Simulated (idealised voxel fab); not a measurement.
This section sets out a process module, namely voxel wiring stack.
We display cut, a cross-section 195 nm in width whose square cells are each 5 nm.
A cross-section is written here as square cells arranged in a grid, and it is given in bands from the top down, each band taking up one or more rows of cells. In this notation a band is specified by the heights of its top and bottom, in that order and in nm, after which its materials appear from left to right, each paired with its width in nm. The word "throughout" attached to a single material means that material fills the band from edge to edge; the word "air" stands for empty space. Where do heights start? At 0: under that level the wafer as delivered is made of one material only. And the lowest band has no floor; it just carries on downward, as in "0 -> down". You'd read "30 to 40" like this: the band's top row of cells is as wide as the first number, its bottom row is as wide as the second, and going down, every row changes width by the same amount as the row before did. Reading "no change occurred" for a step: not a cell of the cross-section changed in it. The label "Trapped cavities" introduces a list of the empty spaces, 8 cells or larger, that have no open way up to the top; each entry in it reads width x height at distance, where the distance is taken from the left edge and all three are stated in nm. after a step's settings: what the simulator itself notes on the step. overlay nm: mask right of planned place by this much (step with mask). Neg. = left. Every pair from here on: before one process step, after it. The after cross-section reaches only to the lowest band that changed. Below the pair: the step in between and its settings. Pairs can belong to different runs of this module on the same starting wafer; a pair carries on from the pair above only if the entry headed "State before step" says so.
**State before step**
> 0 -> down | Si throughout
> Trapped cavities: none
**Post-Step Cross-Section**
> 15 -> 0 | SiO2 throughout
> Nothing below the height 0 has changed.
> Trapped cavities: none
Link between the two cross-sections above: op CONFORMAL_DEP | material SiO2 | thk nm 15
State before step: no separate figure, the pair right above already shows it after its step.
**Post-Step Cross-Section**
> 20 -> 15 | SiN throughout
> Nothing below the height 15 has changed.
> Trapped cavities: none
Link between the two cross-sections above: op CONFORMAL_DEP | material SiN | thk nm 5
State before step: no separate figure, the pair right above already shows it after its step.
**Post-Step Cross-Section**
> 45 -> 20 | lowk throughout
> Nothing below the height 20 has changed.
> Trapped cavities: none
Link between the two cross-sections above: op DIRECTIONAL_DEP | material lowk | thk nm 25
State before step: no separate figure, the pair right above already shows it after its step.
**Post-Step Cross-Section**
> 60 -> 45 | aC throughout
> Nothing below the height 45 has changed.
> Trapped cavities: none
Link between the two cross-sections above: op DIRECTIONAL_DEP | material aC | thk nm 15
State before step: no separate figure, the pair right above already shows it after its step.
**Post-Step Cross-Section**
> 95 -> 60 | resist=55, air=25, resist=30, air=25, resist=60
> Nothing below the height 60 has changed.
> Trapped cavities: none
Link between the two cross-sections above: op PATTERN | tone open | mask id METAL_1 | material resist | width nm 25 | pitch nm 55 | thk nm 35 | overlay nm 0
State before step: no separate figure, the pair right above already shows it after its step.
**Post-Step Cross-Section**
> 80 -> 60 | resist=55, air=25, resist=30, air=25, resist=60
> 60 -> 45 | aC=55, air=25, aC=30, air=25, aC=60
> Nothing below the height 45 has changed.
> Trapped cavities: none
Link between the two cross-sections above: op DIRECTIONAL_ETCH | etch materials aC | depth nm 15
State before step: no separate figure, the pair right above already shows it after its step.
**Post-Step Cross-Section**
> 60 -> 45 | aC=55, air=25, aC=30, air=25, aC=60
> Nothing below the height 45 has changed.
> Trapped cavities: none
Link between the two cross-sections above: op STRIP | etch materials resist
State before step: no separate figure, the pair right above already shows it after its step.
**Post-Step Cross-Section**
> 60 -> 45 | aC=55, air=25, aC=30, air=25, aC=60
> 45 -> 20 | lowk=55, air=25, lowk=30, air=25, lowk=60
> Nothing below the height 20 has changed.
> Trapped cavities: none
Link between the two cross-sections above: op DIRECTIONAL_ETCH | etch materials lowk | depth nm 25
State before step: no separate figure, the pair right above already shows it after its step.
**Post-Step Cross-Section**
> 60 -> 45 | aC=55, air=25, aC=30, air=25, aC=60
> 45 -> 20 | lowk=55, air=25, lowk=30, air=25, lowk=60
> 20 -> 15 | SiN=55, air=25, SiN=30, air=25, SiN=60
> Nothing below the height 15 has changed.
> Trapped cavities: none
Link between the two cross-sections above: op DIRECTIONAL_ETCH | etch materials SiN | depth nm 5
State before step: no separate figure, the pair right above already shows it after its step.
**Post-Step Cross-Section**
> 45 -> 20 | lowk=55, air=25, lowk=30, air=25, lowk=60
> Nothing below the height 20 has changed.
> Trapped cavities: none
Link between the two cross-sections above: op STRIP | etch materials aC
State before step: no separate figure, the pair right above already shows it after its step.
**Post-Step Cross-Section**
> 50 -> 45 | TiN=60, air=15, TiN=40, air=15, TiN=65
> 45 -> 20 | lowk=55, TiN=5, air=15, TiN=5, lowk=30, TiN=5, air=15, TiN=5, lowk=60
> 20 -> 15 | SiN=55, TiN=25, SiN=30, TiN=25, SiN=60
> Nothing below the height 15 has changed.
> Trapped cavities: none
Link between the two cross-sections above: op CONFORMAL_DEP | material TiN | thk nm 5
State before step: no separate figure, the pair right above already shows it after its step.
**Post-Step Cross-Section**
> 55 -> 50 | Ru throughout
> 50 -> 45 | TiN=60, Ru=15, TiN=40, Ru=15, TiN=65
> 45 -> 20 | lowk=55, TiN=5, Ru=15, TiN=5, lowk=30, TiN=5, Ru=15, TiN=5, lowk=60
> Nothing below the height 20 has changed.
> Trapped cavities: none
Link between the two cross-sections above: op FILL_DEP | material Ru | thk nm 5
State before step: no separate figure, the pair right above already shows it after its step.
**Post-Step Cross-Section**
> 45 -> 20 | lowk=55, TiN=5, Ru=15, TiN=5, lowk=30, TiN=5, Ru=15, TiN=5, lowk=60
> Nothing below the height 20 has changed.
> Trapped cavities: none
Link between the two cross-sections above: op CMP | height nm 45
State before step: no separate figure, the pair right above already shows it after its step.
**Post-Step Cross-Section**
> 50 -> 45 | SiCN throughout
> Nothing below the height 45 has changed.
> Trapped cavities: none
Link between the two cross-sections above: op CONFORMAL_DEP | material SiCN | thk nm 5
State before step: no separate figure, the pair right above already shows it after its step.
**Post-Step Cross-Section**
> 80 -> 50 | SiO2 throughout
> Nothing below the height 50 has changed.
> Trapped cavities: none
Link between the two cross-sections above: op DIRECTIONAL_DEP | material SiO2 | thk nm 30
State before step: no separate figure, the pair right above already shows it after its step.
**Post-Step Cross-Section**
> 95 -> 80 | resist=55, air=25, resist=30, air=25, resist=60
> Nothing below the height 80 has changed.
> Trapped cavities: none
Link between the two cross-sections above: op PATTERN | tone open | mask id METAL_2 | material resist | width nm 25 | pitch nm 55 | thk nm 15 | overlay nm 0
State before step: no separate figure, the pair right above already shows it after its step.
**Post-Step Cross-Section**
> 95 -> 80 | resist=55, air=25, resist=30, air=25, resist=60
> 80 -> 60 | SiO2=55, air=25, SiO2=30, air=25, SiO2=60
> Nothing below the height 60 has changed.
> Trapped cavities: none
Link between the two cross-sections above: op DIRECTIONAL_ETCH | etch materials SiO2 | depth nm 20
State before step: no separate figure, the pair right above already shows it after its step.
**Post-Step Cross-Section**
> 80 -> 60 | SiO2=55, air=25, SiO2=30, air=25, SiO2=60
> Nothing below the height 60 has changed.
> Trapped cavities: none
Link between the two cross-sections above: op STRIP | etch materials resist
State before step: no separate figure, the pair right above already shows it after its step.
**Post-Step Cross-Section**
> 95 -> 80 | aC=55, air=25, aC=30, air=25, aC=60
> 80 -> 75 | SiO2=55, air=25, SiO2=30, air=25, SiO2=60
> 75 -> 60 | SiO2=55, aC=25, SiO2=30, aC=25, SiO2=60
> Nothing below the height 60 has changed.
> Trapped cavities: none
Link between the two cross-sections above: op DIRECTIONAL_DEP | material aC | thk nm 15
State before step: no separate figure, the pair right above already shows it after its step.
**Post-Step Cross-Section**
> 130 -> 95 | resist=55, air=15, resist=40, air=15, resist=70
> 95 -> 80 | aC=55, air=15, resist=10, aC=30, air=15, resist=10, aC=60
> 80 -> 75 | SiO2=55, air=15, resist=10, SiO2=30, air=15, resist=10, SiO2=60
> Nothing below the height 75 has changed.
> Trapped cavities: none
Link between the two cross-sections above: op PATTERN | tone open | mask id METAL_2_HOLES | material resist | width nm 15 | pitch nm 55 | thk nm 35 | overlay nm 0
State before step: no separate figure, the pair right above already shows it after its step.
**Post-Step Cross-Section**
> 115 -> 95 | resist=55, air=15, resist=40, air=15, resist=70
> 95 -> 80 | aC=55, air=15, resist=10, aC=30, air=15, resist=10, aC=60
> 80 -> 75 | SiO2=55, air=15, resist=10, SiO2=30, air=15, resist=10, SiO2=60
> 75 -> 60 | SiO2=55, air=15, aC=10, SiO2=30, air=15, aC=10, SiO2=60
> Nothing below the height 60 has changed.
> Trapped cavities: none
Link between the two cross-sections above: op DIRECTIONAL_ETCH | etch materials aC | depth nm 15
State before step: no separate figure, the pair right above already shows it after its step.
**Post-Step Cross-Section**
> 95 -> 80 | aC=55, air=25, aC=30, air=25, aC=60
> 80 -> 75 | SiO2=55, air=25, SiO2=30, air=25, SiO2=60
> Nothing below the height 75 has changed.
> Trapped cavities: none
Link between the two cross-sections above: op STRIP | etch materials resist
State before step: no separate figure, the pair right above already shows it after its step.
**Post-Step Cross-Section**
> 95 -> 80 | aC=55, air=25, aC=30, air=25, aC=60
> 80 -> 75 | SiO2=55, air=25, SiO2=30, air=25, SiO2=60
> 75 -> 60 | SiO2=55, air=15, aC=10, SiO2=30, air=15, aC=10, SiO2=60
> 60 -> 50 | SiO2=55, air=15, SiO2=40, air=15, SiO2=70
> Nothing below the height 50 has changed.
> Trapped cavities: none
Link between the two cross-sections above: op DIRECTIONAL_ETCH | etch materials SiO2 | depth nm 10
State before step: no separate figure, the pair right above already shows it after its step.
**Post-Step Cross-Section**
> 95 -> 80 | aC=55, air=25, aC=30, air=25, aC=60
> 80 -> 75 | SiO2=55, air=25, SiO2=30, air=25, SiO2=60
> 75 -> 60 | SiO2=55, air=15, aC=10, SiO2=30, air=15, aC=10, SiO2=60
> 60 -> 50 | SiO2=55, air=15, SiO2=40, air=15, SiO2=70
> 50 -> 45 | SiCN=55, air=15, SiCN=40, air=15, SiCN=70
> Nothing below the height 45 has changed.
> Trapped cavities: none
Link between the two cross-sections above: op DIRECTIONAL_ETCH | etch materials SiCN | depth nm 5
State before step: no separate figure, the pair right above already shows it after its step.
**Post-Step Cross-Section**
> 80 -> 60 | SiO2=55, air=25, SiO2=30, air=25, SiO2=60
> Nothing below the height 60 has changed.
> Trapped cavities: none
Link between the two cross-sections above: op STRIP | etch materials aC
State before step: no separate figure, the pair right above already shows it after its step.
**Post-Step Cross-Section**
> 85 -> 80 | TiN=60, air=15, TiN=40, air=15, TiN=65
> 80 -> 65 | SiO2=55, TiN=5, air=15, TiN=5, SiO2=30, TiN=5, air=15, TiN=5, SiO2=60
> 65 -> 60 | SiO2=55, TiN=5, air=5, TiN=15, SiO2=30, TiN=5, air=5, TiN=15, SiO2=60
> 60 -> 50 | SiO2=55, TiN=5, air=5, TiN=5, SiO2=40, TiN=5, air=5, TiN=5, SiO2=70
> 50 -> 45 | SiCN=55, TiN=15, SiCN=40, TiN=15, SiCN=70
> Nothing below the height 45 has changed.
> Trapped cavities: none
Link between the two cross-sections above: op CONFORMAL_DEP | material TiN | thk nm 5
State before step: no separate figure, the pair right above already shows it after its step.
**Post-Step Cross-Section**
> 90 -> 85 | Cu throughout
> 85 -> 80 | TiN=60, Cu=15, TiN=40, Cu=15, TiN=65
> 80 -> 65 | SiO2=55, TiN=5, Cu=15, TiN=5, SiO2=30, TiN=5, Cu=15, TiN=5, SiO2=60
> 65 -> 60 | SiO2=55, TiN=5, Cu=5, TiN=15, SiO2=30, TiN=5, Cu=5, TiN=15, SiO2=60
> 60 -> 50 | SiO2=55, TiN=5, Cu=5, TiN=5, SiO2=40, TiN=5, Cu=5, TiN=5, SiO2=70
> Nothing below the height 50 has changed.
> Trapped cavities: none
Link between the two cross-sections above: op FILL_DEP | material Cu | thk nm 5
State before step: no separate figure, the pair right above already shows it after its step.
**Post-Step Cross-Section**
> 80 -> 65 | SiO2=55, TiN=5, Cu=15, TiN=5, SiO2=30, TiN=5, Cu=15, TiN=5, SiO2=60
> Nothing below the height 65 has changed.
> Trapped cavities: none
Link between the two cross-sections above: op CMP | height nm 80
State before step: no separate figure, the pair right above already shows it after its step.
**Post-Step Cross-Section**
> 85 -> 80 | SiCN throughout
> Nothing below the height 80 has changed.
> Trapped cavities: none
Link between the two cross-sections above: op CONFORMAL_DEP | material SiCN | thk nm 5
State before step: no separate figure, the pair right above already shows it after its step.
**Post-Step Cross-Section**
> 120 -> 85 | SiO2 throughout
> Nothing below the height 85 has changed.
> Trapped cavities: none
Link between the two cross-sections above: op DIRECTIONAL_DEP | material SiO2 | thk nm 35
State before step: no separate figure, the pair right above already shows it after its step.
**Post-Step Cross-Section**
> 140 -> 120 | resist=55, air=15, resist=125
> Nothing below the height 120 has changed.
> Trapped cavities: none
Link between the two cross-sections above: op PATTERN | tone open | mask id METAL_3_HOLES | material resist | width nm 15 | thk nm 20 | overlay nm 0
State before step: no separate figure, the pair right above already shows it after its step.
**Post-Step Cross-Section**
> 140 -> 120 | resist=55, air=15, resist=125
> 120 -> 85 | SiO2=55, air=15, SiO2=125
> Nothing below the height 85 has changed.
> Trapped cavities: none
Link between the two cross-sections above: op DIRECTIONAL_ETCH | etch materials SiO2 | depth nm 35
State before step: no separate figure, the pair right above already shows it after its step.
**Post-Step Cross-Section**
> 120 -> 85 | SiO2=55, air=15, SiO2=125
> Nothing below the height 85 has changed.
> Trapped cavities: none
Link between the two cross-sections above: op STRIP | etch materials resist
State before step: no separate figure, the pair right above already shows it after its step.
**Post-Step Cross-Section**
> 135 -> 120 | aC=55, air=15, aC=125
> 120 -> 100 | SiO2=55, air=15, SiO2=125
> 100 -> 85 | SiO2=55, aC=15, SiO2=125
> Nothing below the height 85 has changed.
> Trapped cavities: none
Link between the two cross-sections above: op DIRECTIONAL_DEP | material aC | thk nm 15
State before step: no separate figure, the pair right above already shows it after its step.
**Post-Step Cross-Section**
> 170 -> 135 | resist=55, air=25, resist=30, air=25, resist=60
> Nothing below the height 135 has changed.
> Trapped cavities: none
Link between the two cross-sections above: op PATTERN | tone open | mask id METAL_3 | material resist | width nm 25 | pitch nm 55 | thk nm 35 | overlay nm 0
State before step: no separate figure, the pair right above already shows it after its step.
**Post-Step Cross-Section**
> 155 -> 135 | resist=55, air=25, resist=30, air=25, resist=60
> 135 -> 120 | aC=55, air=25, aC=30, air=25, aC=60
> 120 -> 85 | SiO2=55, air=15, SiO2=125
> Nothing below the height 85 has changed.
> Trapped cavities: none
Link between the two cross-sections above: op DIRECTIONAL_ETCH | etch materials aC | depth nm 15
State before step: no separate figure, the pair right above already shows it after its step.
**Post-Step Cross-Section**
> 135 -> 120 | aC=55, air=25, aC=30, air=25, aC=60
> Nothing below the height 120 has changed.
> Trapped cavities: none
Link between the two cross-sections above: op STRIP | etch materials resist
State before step: no separate figure, the pair right above already shows it after its step.
**Post-Step Cross-Section**
> 135 -> 120 | aC=55, air=25, aC=30, air=25, aC=60
> 120 -> 100 | SiO2=55, air=25, SiO2=30, air=25, SiO2=60
> Nothing below the height 100 has changed.
> Trapped cavities: none
Link between the two cross-sections above: op DIRECTIONAL_ETCH | etch materials SiO2 | depth nm 20
State before step: no separate figure, the pair right above already shows it after its step.
**Post-Step Cross-Section**
> 135 -> 120 | aC=55, air=25, aC=30, air=25, aC=60
> 120 -> 100 | SiO2=55, air=25, SiO2=30, air=25, SiO2=60
> 100 -> 85 | SiO2=55, air=15, SiO2=125
> 85 -> 80 | SiCN=55, air=15, SiCN=125
> Nothing below the height 80 has changed.
> Trapped cavities: none
Link between the two cross-sections above: op DIRECTIONAL_ETCH | etch materials SiCN | depth nm 5
State before step: no separate figure, the pair right above already shows it after its step.
**Post-Step Cross-Section**
> 120 -> 100 | SiO2=55, air=25, SiO2=30, air=25, SiO2=60
> Nothing below the height 100 has changed.
> Trapped cavities: none
Link between the two cross-sections above: op STRIP | etch materials aC
State before step: no separate figure, the pair right above already shows it after its step.
**Post-Step Cross-Section**
> 125 -> 120 | TiN=60, air=15, TiN=40, air=15, TiN=65
> 120 -> 105 | SiO2=55, TiN=5, air=15, TiN=5, SiO2=30, TiN=5, air=15, TiN=5, SiO2=60
> 105 -> 100 | SiO2=55, TiN=5, air=5, TiN=15, SiO2=30, TiN=25, SiO2=60
> 100 -> 85 | SiO2=55, TiN=5, air=5, TiN=5, SiO2=125
> 85 -> 80 | SiCN=55, TiN=15, SiCN=125
> Nothing below the height 80 has changed.
> Trapped cavities: none
Link between the two cross-sections above: op CONFORMAL_DEP | material TiN | thk nm 5
State before step: no separate figure, the pair right above already shows it after its step.
**Post-Step Cross-Section**
> 135 -> 125 | Cu throughout
> 125 -> 120 | TiN=60, Cu=15, TiN=40, Cu=15, TiN=65
> 120 -> 105 | SiO2=55, TiN=5, Cu=15, TiN=5, SiO2=30, TiN=5, Cu=15, TiN=5, SiO2=60
> 105 -> 100 | SiO2=55, TiN=5, Cu=5, TiN=15, SiO2=30, TiN=25, SiO2=60
> 100 -> 85 | SiO2=55, TiN=5, Cu=5, TiN=5, SiO2=125
> Nothing below the height 85 has changed.
> Trapped cavities: none
Link between the two cross-sections above: op FILL_DEP | material Cu | thk nm 10
State before step: no separate figure, the pair right above already shows it after its step.
**Post-Step Cross-Section**
> 120 -> 105 | SiO2=55, TiN=5, Cu=15, TiN=5, SiO2=30, TiN=5, Cu=15, TiN=5, SiO2=60
> Nothing below the height 105 has changed.
> Trapped cavities: none
Link between the two cross-sections above: op CMP | height nm 120
State before step: no separate figure, the pair right above already shows it after its step.
**Post-Step Cross-Section**
> 125 -> 120 | SiCN throughout
> Nothing below the height 120 has changed.
> Trapped cavities: none
Link between the two cross-sections above: op CONFORMAL_DEP | material SiCN | thk nm 5
**State before step**
> 15 -> 0 | SiO2 throughout
> 0 -> down | Si throughout
> Trapped cavities: none
**Post-Step Cross-Section**
> 40 -> 15 | lowk throughout
> Nothing below the height 15 has changed.
> Trapped cavities: none
Link between the two cross-sections above: op DIRECTIONAL_DEP | material lowk | thk nm 25
State before step: no separate figure, the pair right above already shows it after its step.
**Post-Step Cross-Section**
> 55 -> 40 | aC throughout
> Nothing below the height 40 has changed.
> Trapped cavities: none
Link between the two cross-sections above: op DIRECTIONAL_DEP | material aC | thk nm 15
State before step: no separate figure, the pair right above already shows it after its step.
**Post-Step Cross-Section**
> 90 -> 55 | resist=55, air=25, resist=30, air=25, resist=60
> Nothing below the height 55 has changed.
> Trapped cavities: none
Link between the two cross-sections above: op PATTERN | tone open | mask id METAL_1 | material resist | width nm 25 | pitch nm 55 | thk nm 35 | overlay nm 0
State before step: no separate figure, the pair right above already shows it after its step.
**Post-Step Cross-Section**
> 75 -> 55 | resist=55, air=25, resist=30, air=25, resist=60
> 55 -> 40 | aC=55, air=25, aC=30, air=25, aC=60
> Nothing below the height 40 has changed.
> Trapped cavities: none
Link between the two cross-sections above: op DIRECTIONAL_ETCH | etch materials aC | depth nm 15
State before step: no separate figure, the pair right above already shows it after its step.
**Post-Step Cross-Section**
> 55 -> 40 | aC=55, air=25, aC=30, air=25, aC=60
> Nothing below the height 40 has changed.
> Trapped cavities: none
Link between the two cross-sections above: op STRIP | etch materials resist
State before step: no separate figure, the pair right above already shows it after its step.
**Post-Step Cross-Section**
> 55 -> 40 | aC=55, air=25, aC=30, air=25, aC=60
> 40 -> 15 | lowk=55, air=25, lowk=30, air=25, lowk=60
> Nothing below the height 15 has changed.
> Trapped cavities: none
Link between the two cross-sections above: op DIRECTIONAL_ETCH | etch materials lowk | depth nm 25
State before step: no separate figure, the pair right above already shows it after its step.
**Post-Step Cross-Section**
> 40 -> 15 | lowk=55, air=25, lowk=30, air=25, lowk=60
> Nothing below the height 15 has changed.
> Trapped cavities: none
Link between the two cross-sections above: op STRIP | etch materials aC
State before step: no separate figure, the pair right above already shows it after its step.
**Post-Step Cross-Section**
> 45 -> 40 | TiN=60, air=15, TiN=40, air=15, TiN=65
> 40 -> 20 | lowk=55, TiN=5, air=15, TiN=5, lowk=30, TiN=5, air=15, TiN=5, lowk=60
> 20 -> 15 | lowk=55, TiN=25, lowk=30, TiN=25, lowk=60
> Nothing below the height 15 has changed.
> Trapped cavities: none
Link between the two cross-sections above: op CONFORMAL_DEP | material TiN | thk nm 5
State before step: no separate figure, the pair right above already shows it after its step.
**Post-Step Cross-Section**
> 50 -> 45 | Ru throughout
> 45 -> 40 | TiN=60, Ru=15, TiN=40, Ru=15, TiN=65
> 40 -> 20 | lowk=55, TiN=5, Ru=15, TiN=5, lowk=30, TiN=5, Ru=15, TiN=5, lowk=60
> Nothing below the height 20 has changed.
> Trapped cavities: none
Link between the two cross-sections above: op FILL_DEP | material Ru | thk nm 5
State before step: no separate figure, the pair right above already shows it after its step.
**Post-Step Cross-Section**
> 45 -> 40 | TiN=60, Ru=15, TiN=40, Ru=15, TiN=65
> Nothing below the height 40 has changed.
> Trapped cavities: none
Link between the two cross-sections above: op CMP | height nm 45
State before step: no separate figure, the pair right above already shows it after its step.
**Post-Step Cross-Section**
> 50 -> 45 | SiCN throughout
> Nothing below the height 45 has changed.
> Trapped cavities: none
Link between the two cross-sections above: op CONFORMAL_DEP | material SiCN | thk nm 5
State before step: no separate figure, the pair right above already shows it after its step.
**Post-Step Cross-Section**
> 80 -> 50 | SiO2 throughout
> Nothing below the height 50 has changed.
> Trapped cavities: none
Link between the two cross-sections above: op DIRECTIONAL_DEP | material SiO2 | thk nm 30
State before step: no separate figure, the pair right above already shows it after its step.
**Post-Step Cross-Section**
> 95 -> 80 | resist=55, air=25, resist=30, air=25, resist=60
> Nothing below the height 80 has changed.
> Trapped cavities: none
Link between the two cross-sections above: op PATTERN | tone open | mask id METAL_2 | material resist | width nm 25 | pitch nm 55 | thk nm 15 | overlay nm 0
State before step: no separate figure, the pair right above already shows it after its step.
**Post-Step Cross-Section**
> 95 -> 80 | resist=55, air=25, resist=30, air=25, resist=60
> 80 -> 60 | SiO2=55, air=25, SiO2=30, air=25, SiO2=60
> Nothing below the height 60 has changed.
> Trapped cavities: none
Link between the two cross-sections above: op DIRECTIONAL_ETCH | etch materials SiO2 | depth nm 20
State before step: no separate figure, the pair right above already shows it after its step.
**Post-Step Cross-Section**
> 80 -> 60 | SiO2=55, air=25, SiO2=30, air=25, SiO2=60
> Nothing below the height 60 has changed.
> Trapped cavities: none
Link between the two cross-sections above: op STRIP | etch materials resist
State before step: no separate figure, the pair right above already shows it after its step.
**Post-Step Cross-Section**
> 95 -> 80 | aC=55, air=25, aC=30, air=25, aC=60
> 80 -> 75 | SiO2=55, air=25, SiO2=30, air=25, SiO2=60
> 75 -> 60 | SiO2=55, aC=25, SiO2=30, aC=25, SiO2=60
> Nothing below the height 60 has changed.
> Trapped cavities: none
Link between the two cross-sections above: op DIRECTIONAL_DEP | material aC | thk nm 15
State before step: no separate figure, the pair right above already shows it after its step.
**Post-Step Cross-Section**
> 130 -> 95 | resist=55, air=15, resist=40, air=15, resist=70
> 95 -> 80 | aC=55, air=15, resist=10, aC=30, air=15, resist=10, aC=60
> 80 -> 75 | SiO2=55, air=15, resist=10, SiO2=30, air=15, resist=10, SiO2=60
> Nothing below the height 75 has changed.
> Trapped cavities: none
Link between the two cross-sections above: op PATTERN | tone open | mask id METAL_2_HOLES | material resist | width nm 15 | pitch nm 55 | thk nm 35 | overlay nm 0
State before step: no separate figure, the pair right above already shows it after its step.
**Post-Step Cross-Section**
> 115 -> 95 | resist=55, air=15, resist=40, air=15, resist=70
> 95 -> 80 | aC=55, air=15, resist=10, aC=30, air=15, resist=10, aC=60
> 80 -> 75 | SiO2=55, air=15, resist=10, SiO2=30, air=15, resist=10, SiO2=60
> 75 -> 60 | SiO2=55, air=15, aC=10, SiO2=30, air=15, aC=10, SiO2=60
> Nothing below the height 60 has changed.
> Trapped cavities: none
Link between the two cross-sections above: op DIRECTIONAL_ETCH | etch materials aC | depth nm 15
State before step: no separate figure, the pair right above already shows it after its step.
**Post-Step Cross-Section**
> 95 -> 80 | aC=55, air=25, aC=30, air=25, aC=60
> 80 -> 75 | SiO2=55, air=25, SiO2=30, air=25, SiO2=60
> Nothing below the height 75 has changed.
> Trapped cavities: none
Link between the two cross-sections above: op STRIP | etch materials resist
State before step: no separate figure, the pair right above already shows it after its step.
**Post-Step Cross-Section**
> 95 -> 80 | aC=55, air=25, aC=30, air=25, aC=60
> 80 -> 75 | SiO2=55, air=25, SiO2=30, air=25, SiO2=60
> 75 -> 60 | SiO2=55, air=15, aC=10, SiO2=30, air=15, aC=10, SiO2=60
> 60 -> 50 | SiO2=55, air=15, SiO2=40, air=15, SiO2=70
> Nothing below the height 50 has changed.
> Trapped cavities: none
Link between the two cross-sections above: op DIRECTIONAL_ETCH | etch materials SiO2 | depth nm 10
State before step: no separate figure, the pair right above already shows it after its step.
**Post-Step Cross-Section**
> 95 -> 80 | aC=55, air=25, aC=30, air=25, aC=60
> 80 -> 75 | SiO2=55, air=25, SiO2=30, air=25, SiO2=60
> 75 -> 60 | SiO2=55, air=15, aC=10, SiO2=30, air=15, aC=10, SiO2=60
> 60 -> 50 | SiO2=55, air=15, SiO2=40, air=15, SiO2=70
> 50 -> 45 | SiCN=55, air=15, SiCN=40, air=15, SiCN=70
> Nothing below the height 45 has changed.
> Trapped cavities: none
Link between the two cross-sections above: op DIRECTIONAL_ETCH | etch materials SiCN | depth nm 5
State before step: no separate figure, the pair right above already shows it after its step.
**Post-Step Cross-Section**
> 80 -> 60 | SiO2=55, air=25, SiO2=30, air=25, SiO2=60
> Nothing below the height 60 has changed.
> Trapped cavities: none
Link between the two cross-sections above: op STRIP | etch materials aC
State before step: no separate figure, the pair right above already shows it after its step.
**Post-Step Cross-Section**
> 85 -> 80 | TiN=60, air=15, TiN=40, air=15, TiN=65
> 80 -> 65 | SiO2=55, TiN=5, air=15, TiN=5, SiO2=30, TiN=5, air=15, TiN=5, SiO2=60
> 65 -> 60 | SiO2=55, TiN=5, air=5, TiN=15, SiO2=30, TiN=5, air=5, TiN=15, SiO2=60
> 60 -> 50 | SiO2=55, TiN=5, air=5, TiN=5, SiO2=40, TiN=5, air=5, TiN=5, SiO2=70
> 50 -> 45 | SiCN=55, TiN=15, SiCN=40, TiN=15, SiCN=70
> Nothing below the height 45 has changed.
> Trapped cavities: none
Link between the two cross-sections above: op CONFORMAL_DEP | material TiN | thk nm 5
State before step: no separate figure, the pair right above already shows it after its step.
**Post-Step Cross-Section**
> 90 -> 85 | Cu throughout
> 85 -> 80 | TiN=60, Cu=15, TiN=40, Cu=15, TiN=65
> 80 -> 65 | SiO2=55, TiN=5, Cu=15, TiN=5, SiO2=30, TiN=5, Cu=15, TiN=5, SiO2=60
> 65 -> 60 | SiO2=55, TiN=5, Cu=5, TiN=15, SiO2=30, TiN=5, Cu=5, TiN=15, SiO2=60
> 60 -> 50 | SiO2=55, TiN=5, Cu=5, TiN=5, SiO2=40, TiN=5, Cu=5, TiN=5, SiO2=70
> Nothing below the height 50 has changed.
> Trapped cavities: none
Link between the two cross-sections above: op FILL_DEP | material Cu | thk nm 5
State before step: no separate figure, the pair right above already shows it after its step.
**Post-Step Cross-Section**
> 80 -> 65 | SiO2=55, TiN=5, Cu=15, TiN=5, SiO2=30, TiN=5, Cu=15, TiN=5, SiO2=60
> Nothing below the height 65 has changed.
> Trapped cavities: none
Link between the two cross-sections above: op CMP | height nm 80
State before step: no separate figure, the pair right above already shows it after its step.
**Post-Step Cross-Section**
> 85 -> 80 | SiCN throughout
> Nothing below the height 80 has changed.
> Trapped cavities: none
Link between the two cross-sections above: op CONFORMAL_DEP | material SiCN | thk nm 5
State before step: no separate figure, the pair right above already shows it after its step.
**Post-Step Cross-Section**
> 120 -> 85 | SiO2 throughout
> Nothing below the height 85 has changed.
> Trapped cavities: none
Link between the two cross-sections above: op DIRECTIONAL_DEP | material SiO2 | thk nm 35
State before step: no separate figure, the pair right above already shows it after its step.
**Post-Step Cross-Section**
> 140 -> 120 | resist=55, air=15, resist=125
> Nothing below the height 120 has changed.
> Trapped cavities: none
Link between the two cross-sections above: op PATTERN | tone open | mask id METAL_3_HOLES | material resist | width nm 15 | thk nm 20 | overlay nm 0
State before step: no separate figure, the pair right above already shows it after its step.
**Post-Step Cross-Section**
> 140 -> 120 | resist=55, air=15, resist=125
> 120 -> 85 | SiO2=55, air=15, SiO2=125
> Nothing below the height 85 has changed.
> Trapped cavities: none
Link between the two cross-sections above: op DIRECTIONAL_ETCH | etch materials SiO2 | depth nm 35
State before step: no separate figure, the pair right above already shows it after its step.
**Post-Step Cross-Section**
> 120 -> 85 | SiO2=55, air=15, SiO2=125
> Nothing below the height 85 has changed.
> Trapped cavities: none
Link between the two cross-sections above: op STRIP | etch materials resist
State before step: no separate figure, the pair right above already shows it after its step.
**Post-Step Cross-Section**
> 135 -> 120 | aC=55, air=15, aC=125
> 120 -> 100 | SiO2=55, air=15, SiO2=125
> 100 -> 85 | SiO2=55, aC=15, SiO2=125
> Nothing below the height 85 has changed.
> Trapped cavities: none
Link between the two cross-sections above: op DIRECTIONAL_DEP | material aC | thk nm 15
State before step: no separate figure, the pair right above already shows it after its step.
**Post-Step Cross-Section**
> 170 -> 135 | resist=55, air=25, resist=30, air=25, resist=60
> Nothing below the height 135 has changed.
> Trapped cavities: none
Link between the two cross-sections above: op PATTERN | tone open | mask id METAL_3 | material resist | width nm 25 | pitch nm 55 | thk nm 35 | overlay nm 0
State before step: no separate figure, the pair right above already shows it after its step.
**Post-Step Cross-Section**
> 155 -> 135 | resist=55, air=25, resist=30, air=25, resist=60
> 135 -> 120 | aC=55, air=25, aC=30, air=25, aC=60
> 120 -> 85 | SiO2=55, air=15, SiO2=125
> Nothing below the height 85 has changed.
> Trapped cavities: none
Link between the two cross-sections above: op DIRECTIONAL_ETCH | etch materials aC | depth nm 15
State before step: no separate figure, the pair right above already shows it after its step.
**Post-Step Cross-Section**
> 135 -> 120 | aC=55, air=25, aC=30, air=25, aC=60
> Nothing below the height 120 has changed.
> Trapped cavities: none
Link between the two cross-sections above: op STRIP | etch materials resist
State before step: no separate figure, the pair right above already shows it after its step.
**Post-Step Cross-Section**
> 135 -> 120 | aC=55, air=25, aC=30, air=25, aC=60
> 120 -> 100 | SiO2=55, air=25, SiO2=30, air=25, SiO2=60
> Nothing below the height 100 has changed.
> Trapped cavities: none
Link between the two cross-sections above: op DIRECTIONAL_ETCH | etch materials SiO2 | depth nm 20
